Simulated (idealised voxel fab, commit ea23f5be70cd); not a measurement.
Documented hereafter: the process module known as voxel transistor to metal.
Displayed cross-section: cut, width of 295 nm, square cells sized 5 nm.
When this document writes out a cross-section, it uses a grid of square cells and lists it as bands, beginning at the top and moving down, with a band standing for one or more rows of cells.
It is stipulated that each band's entry specify, in nanometres, the height of the top of the band and then that of its bottom, followed by the materials of the band in left-to-right sequence, each together with its width in nanometres. A single material marked by the word "edge to edge" is understood to fill the band from edge to edge; the word "empty" is understood to denote empty space.
Height is counted from the level 0, under which the received wafer is composed throughout of one material. The lowest of the bands is not closed at the bottom but continues downward, in the notation "0..down".
The notation "30..40" denotes a width that varies across the rows of cells in the band, beginning at the first number in the top row, finishing at the second number in the bottom row, and changing by an identical amount from each row to the next.
The cross-section has no changed cell in any step marked "all unchanged".
Under "Cavities, sealed" you'll find the enclosed gaps, the ones with no way out to the top, that are 8 cells or bigger; each reads width x height at distance, with distance counted from the left edge, everything in nm.
Heads up: the bit after the settings on a step's line is the simulator's remark on that step.
Each step line may optionally specify "overlay nm", which for a step with a mask gives the rightward distance between the mask's planned place and where it lay, a negative value indicating the leftward direction.

[Here's what the planned process steps look like]
1. RECEIVE (material Si)
2. CONFORMAL_DEP (material SiO2; thk nm 5)
3. CONFORMAL_DEP (material SiN; thk nm 10)
4. MASKED_ETCH (tone cover; mask id ACTIVE; width nm 115; pitch nm 135; etch materials SiN; depth nm 10; overlay nm 0)
5. MASKED_ETCH (tone cover; mask id ACTIVE; width nm 115; pitch nm 135; etch materials SiO2; depth nm 5; overlay nm 0)
6. MASKED_ETCH (tone cover; mask id ACTIVE; width nm 115; pitch nm 135; etch materials Si; depth nm 20; overlay nm 0)
7. FILL_DEP (material SiO2; thk nm 15)
8. CMP (height nm 15)
9. SELECTIVE_ETCH (etch materials SiO2; depth nm 10)
10. STRIP (etch materials SiN)
11. SELECTIVE_ETCH (etch materials SiO2; depth nm 5)
12. OXIDIZE (depth nm 5)
13. DIRECTIONAL_DEP (material polySi; thk nm 30)
14. DIRECTIONAL_DEP (material SiCN; thk nm 15)
15. DIRECTIONAL_DEP (material aC; thk nm 15)
16. PATTERN (tone cover; mask id GATE; material resist; width nm 25; pitch nm 135; thk nm 35; overlay nm 0)
17. DIRECTIONAL_ETCH (etch materials aC; depth nm 15)
18. STRIP (etch materials resist)
19. DIRECTIONAL_ETCH (etch materials SiCN; depth nm 25)
20. DIRECTIONAL_ETCH (etch materials polySi; depth nm 40)
21. STRIP (etch materials aC)
22. CONFORMAL_DEP (material SiO2; thk nm 5)
23. DIRECTIONAL_ETCH (etch materials SiO2; depth nm 5)
24. CONFORMAL_DEP (material SiN; thk nm 10)
25. DIRECTIONAL_ETCH (etch materials SiN; depth nm 10)
26. DIRECTIONAL_ETCH (etch materials SiO2; depth nm 5)
27. DIRECTIONAL_ETCH (etch materials Si; depth nm 10)
28. EPI (material SiGe; thk nm 10)
29. FILL_DEP (material SiO2; thk nm 5)
30. CMP (height nm 30)
31. STRIP (etch materials polySi)
32. SELECTIVE_ETCH (etch materials SiO2; depth nm 5)
33. CONFORMAL_DEP (material HfO2; thk nm 5)
34. CONFORMAL_DEP (material TiN; thk nm 5)
35. FILL_DEP (material W; thk nm 10)
36. CMP (height nm 25)
37. DIRECTIONAL_DEP (material SiO2; thk nm 10)
38. MASKED_ETCH (tone open; mask id CONTACT; width nm 20; etch materials SiO2; depth nm 40; overlay nm -10)
39. CONFORMAL_DEP (material TiN; thk nm 5)
40. FILL_DEP (material W; thk nm 5)
41. CMP (height nm 35)
42. CONFORMAL_DEP (material SiN; thk nm 5)
43. DIRECTIONAL_DEP (material lowk; thk nm 15)
44. MASKED_ETCH (tone open; mask id METAL_1; width nm 20; etch materials lowk; depth nm 15; overlay nm 0)
45. MASKED_ETCH (tone open; mask id METAL_1; width nm 20; etch materials SiN; depth nm 5; overlay nm 0)
46. CONFORMAL_DEP (material TiN; thk nm 5)
47. FILL_DEP (material Cu; thk nm 10)
48. CMP (height nm 55)
49. CONFORMAL_DEP (material SiCN; thk nm 5)
50. DIRECTIONAL_DEP (material lowk; thk nm 30)
51. DIRECTIONAL_DEP (material aC; thk nm 10)
52. PATTERN (tone open; mask id METAL_2_HOLES; material resist; width nm 15; pitch nm 135; thk nm 30; overlay nm 0)
53. DIRECTIONAL_ETCH (etch materials aC; depth nm 10)
54. STRIP (etch materials resist)
55. DIRECTIONAL_ETCH (etch materials lowk; depth nm 30)
56. STRIP (etch materials aC)
57. PATTERN (tone open; mask id METAL_2; material resist; width nm 20; pitch nm 135; thk nm 15; overlay nm 0)
58. DIRECTIONAL_ETCH (etch materials lowk; depth nm 15)
59. DIRECTIONAL_ETCH (etch materials SiCN; depth nm 5)
60. STRIP (etch materials resist)
61. CONFORMAL_DEP (material TiN; thk nm 5)
62. FILL_DEP (material Ru; thk nm 10)
63. CMP (height nm 90)
64. CONFORMAL_DEP (material SiCN; thk nm 5)
Be aware that, although all wafers share a common starting state, the overlay nm at step 38 differs among them, and the plan displays the first wafer's value.

[So this is the first of several wafers, cross-sectioned as it came to us, meaning it's at the end of step 1]
> 0..down  Si edge to edge
> Cavities, sealed: none

[First of several wafers, sectioned at end of module (last step: step 64)]
> 95..90  SiCN edge to edge
> 90..80  lowk 25 nm, then TiN 5 nm, then Ru 10 nm, then TiN 5 nm, then lowk 115 nm, then TiN 5 nm, then Ru 10 nm, then TiN 5 nm, then lowk 115 nm
> 80..75  lowk 25 nm, then TiN 5 nm, then Ru 5 nm, then TiN 10 nm, then lowk 115 nm, then TiN 5 nm, then Ru 5 nm, then TiN 10 nm, then lowk 115 nm
> 75..60  lowk 25 nm, then TiN 5 nm, then Ru 5 nm, then TiN 5 nm, then lowk 120 nm, then TiN 5 nm, then Ru 5 nm, then TiN 5 nm, then lowk 120 nm
> 60..55  SiCN 25 nm, then TiN 15 nm, then SiCN 120 nm, then TiN 15 nm, then SiCN 120 nm
> 55..40  lowk 25 nm, then TiN 5 nm, then Cu 10 nm, then TiN 5 nm, then lowk 65 nm, then TiN 5 nm, then Cu 10 nm, then TiN 5 nm, then lowk 30 nm, then TiN 5 nm, then Cu 10 nm, then TiN 5 nm, then lowk 65 nm, then TiN 5 nm, then Cu 10 nm, then TiN 5 nm, then lowk 30 nm
> 40..35  SiN 25 nm, then TiN 20 nm, then SiN 65 nm, then TiN 20 nm, then SiN 30 nm, then TiN 20 nm, then SiN 65 nm, then TiN 20 nm, then SiN 30 nm
> 35..25  SiO2 15 nm, then TiN 5 nm, then W 10 nm, then TiN 5 nm, then SiO2 65 nm, then TiN 5..10 nm, then W 10..5 nm, then TiN 5 nm, then SiO2 30 nm, then TiN 5 nm, then W 10 nm, then TiN 5 nm, then SiO2 65 nm, then TiN 5..10 nm, then W 10..5 nm, then TiN 5 nm, then SiO2 40 nm
> 25..10  SiO2 15 nm, then TiN 5 nm, then W 10 nm, then TiN 5 nm, then SiO2 15 nm, then SiN 10 nm, then HfO2 5 nm, then TiN 5 nm, then W 15 nm, then TiN 5 nm, then HfO2 5 nm, then SiN 10 nm, then TiN 5 nm, then W 5 nm, then TiN 5 nm, then SiO2 30 nm, then TiN 5 nm, then W 10 nm, then TiN 5 nm, then SiO2 15 nm, then SiN 10 nm, then HfO2 5 nm, then TiN 5 nm, then W 15 nm, then TiN 5 nm, then HfO2 5 nm, then SiN 10 nm, then TiN 5 nm, then W 5 nm, then TiN 5 nm, then SiO2 40 nm
> 10..5  SiO2 15 nm, then TiN 5 nm, then W 10 nm, then TiN 5 nm, then SiO2 15 nm, then SiN 10 nm, then HfO2 5 nm, then TiN 5 nm, then W 15 nm, then TiN 5 nm, then HfO2 5 nm, then SiN 10 nm, then TiN 15 nm, then SiO2 30 nm, then TiN 5 nm, then W 10 nm, then TiN 5 nm, then SiO2 15 nm, then SiN 10 nm, then HfO2 5 nm, then TiN 5 nm, then W 15 nm, then TiN 5 nm, then HfO2 5 nm, then SiN 10 nm, then TiN 15 nm, then SiO2 40 nm
> 5..0  SiO2 15 nm, then TiN 5 nm, then W 10 nm, then TiN 5 nm, then SiO2 5 nm, then SiGe 10 nm, then SiN 10 nm, then HfO2 5 nm, then TiN 25 nm, then HfO2 5 nm, then SiN 10 nm, then SiGe 10 nm, then TiN 5 nm, then SiO2 30 nm, then TiN 5 nm, then W 10 nm, then TiN 5 nm, then SiO2 5 nm, then SiGe 10 nm, then SiN 10 nm, then HfO2 5 nm, then TiN 25 nm, then HfO2 5 nm, then SiN 10 nm, then SiGe 10 nm, then TiN 5 nm, then SiO2 40 nm
> 0..-5  SiO2 15 nm, then TiN 20 nm, then SiO2 5 nm, then SiGe 10 nm, then SiO2 10 nm, then HfO2 35 nm, then SiO2 10 nm, then SiGe 10 nm, then TiN 5 nm, then SiO2 30 nm, then TiN 20 nm, then SiO2 5 nm, then SiGe 10 nm, then SiO2 10 nm, then HfO2 35 nm, then SiO2 10 nm, then SiGe 10 nm, then TiN 5 nm, then SiO2 40 nm
> -5..-15  SiO2 20 nm, then SiGe 30 nm, then Si 55 nm, then SiGe 30 nm, then SiO2 20 nm, then SiGe 30 nm, then Si 55 nm, then SiGe 30 nm, then SiO2 25 nm
> -15..-20  SiO2 20 nm, then Si 115 nm, then SiO2 20 nm, then Si 115 nm, then SiO2 25 nm
> -20..down  Si edge to edge
> Cavities, sealed: none

[Cross-section, module end, final of several wafers]
> 95..90  SiCN edge to edge
> 90..80  lowk 25 nm, then TiN 5 nm, then Ru 10 nm, then TiN 5 nm, then lowk 115 nm, then TiN 5 nm, then Ru 10 nm, then TiN 5 nm, then lowk 115 nm
> 80..75  lowk 25 nm, then TiN 5 nm, then Ru 5 nm, then TiN 10 nm, then lowk 115 nm, then TiN 5 nm, then Ru 5 nm, then TiN 10 nm, then lowk 115 nm
> 75..60  lowk 25 nm, then TiN 5 nm, then Ru 5 nm, then TiN 5 nm, then lowk 120 nm, then TiN 5 nm, then Ru 5 nm, then TiN 5 nm, then lowk 120 nm
> 60..55  SiCN 25 nm, then TiN 15 nm, then SiCN 120 nm, then TiN 15 nm, then SiCN 120 nm
> 55..40  lowk 25 nm, then TiN 5 nm, then Cu 10 nm, then TiN 5 nm, then lowk 65 nm, then TiN 5 nm, then Cu 10 nm, then TiN 5 nm, then lowk 30 nm, then TiN 5 nm, then Cu 10 nm, then TiN 5 nm, then lowk 65 nm, then TiN 5 nm, then Cu 10 nm, then TiN 5 nm, then lowk 30 nm
> 40..35  SiN 25 nm, then TiN 20 nm, then SiN 65 nm, then TiN 20 nm, then SiN 30 nm, then TiN 20 nm, then SiN 65 nm, then TiN 20 nm, then SiN 30 nm
> 35..30  SiO2 40 nm, then TiN 5 nm, then W 10 nm, then TiN 5 nm, then SiO2 65 nm, then TiN 5 nm, then W 10 nm, then TiN 5 nm, then SiO2 30 nm, then TiN 5 nm, then W 10 nm, then TiN 5 nm, then SiO2 65 nm, then TiN 5 nm, then W 10 nm, then TiN 5 nm, then SiO2 15 nm
> 30..25  SiO2 40 nm, then TiN 20 nm, then SiO2 65 nm, then TiN 5 nm, then W 10 nm, then TiN 5 nm, then SiO2 30 nm, then TiN 20 nm, then SiO2 65 nm, then TiN 5 nm, then W 10 nm, then TiN 5 nm, then SiO2 15 nm
> 25..5  SiO2 40 nm, then TiN 10 nm, then SiN 10 nm, then HfO2 5 nm, then TiN 5 nm, then W 15 nm, then TiN 5 nm, then HfO2 5 nm, then SiN 10 nm, then SiO2 20 nm, then TiN 5 nm, then W 10 nm, then TiN 5 nm, then SiO2 30 nm, then TiN 10 nm, then SiN 10 nm, then HfO2 5 nm, then TiN 5 nm, then W 15 nm, then TiN 5 nm, then HfO2 5 nm, then SiN 10 nm, then SiO2 20 nm, then TiN 5 nm, then W 10 nm, then TiN 5 nm, then SiO2 15 nm
> 5..0  SiO2 40 nm, then SiGe 10 nm, then SiN 10 nm, then HfO2 5 nm, then TiN 25 nm, then HfO2 5 nm, then SiN 10 nm, then SiGe 10 nm, then SiO2 10 nm, then TiN 5 nm, then W 10 nm, then TiN 5 nm, then SiO2 30 nm, then SiGe 10 nm, then SiN 10 nm, then HfO2 5 nm, then TiN 25 nm, then HfO2 5 nm, then SiN 10 nm, then SiGe 10 nm, then SiO2 10 nm, then TiN 5 nm, then W 10 nm, then TiN 5 nm, then SiO2 15 nm
> 0..-5  SiO2 40 nm, then SiGe 10 nm, then SiO2 10 nm, then HfO2 35 nm, then SiO2 10 nm, then SiGe 10 nm, then SiO2 10 nm, then TiN 20 nm, then SiO2 30 nm, then SiGe 10 nm, then SiO2 10 nm, then HfO2 35 nm, then SiO2 10 nm, then SiGe 10 nm, then SiO2 10 nm, then TiN 20 nm, then SiO2 15 nm
> -5..-15  SiO2 20 nm, then SiGe 30 nm, then Si 55 nm, then SiGe 30 nm, then SiO2 20 nm, then SiGe 30 nm, then Si 55 nm, then SiGe 30 nm, then SiO2 25 nm
> -15..-20  SiO2 20 nm, then Si 115 nm, then SiO2 20 nm, then Si 115 nm, then SiO2 25 nm
> -20..down  Si edge to edge
> Cavities, sealed: none

[Rows = wafers. At module end, each row lists per material the cells gained (+) or lost (-) since the wafer was received, then the closed voids]
overlay nm -10 | +24 Cu | +34 HfO2 | +16 Ru | -146 Si | +112 SiCN | +64 SiGe | +83 SiN | +263 SiO2 | +166 TiN | +64 W | +441 lowk | Cavities, sealed: none
overlay nm -5 | +24 Cu | +34 HfO2 | +16 Ru | -146 Si | +112 SiCN | +64 SiGe | +83 SiN | +251 SiO2 | +170 TiN | +72 W | +441 lowk | Cavities, sealed: none
overlay nm 0 | +24 Cu | +34 HfO2 | +16 Ru | -146 Si | +112 SiCN | +64 SiGe | +83 SiN | +251 SiO2 | +170 TiN | +72 W | +441 lowk | Cavities, sealed: none
overlay nm 5 | +24 Cu | +34 HfO2 | +16 Ru | -146 Si | +112 SiCN | +64 SiGe | +83 SiN | +251 SiO2 | +170 TiN | +72 W | +441 lowk | Cavities, sealed: none
overlay nm 10 | +24 Cu | +34 HfO2 | +16 Ru | -146 Si | +112 SiCN | +64 SiGe | +83 SiN | +263 SiO2 | +166 TiN | +64 W | +441 lowk | Cavities, sealed: none
overlay nm 15 | +24 Cu | +34 HfO2 | +16 Ru | -146 Si | +112 SiCN | +64 SiGe | +83 SiN | +275 SiO2 | +162 TiN | +56 W | +441 lowk | Cavities, sealed: none
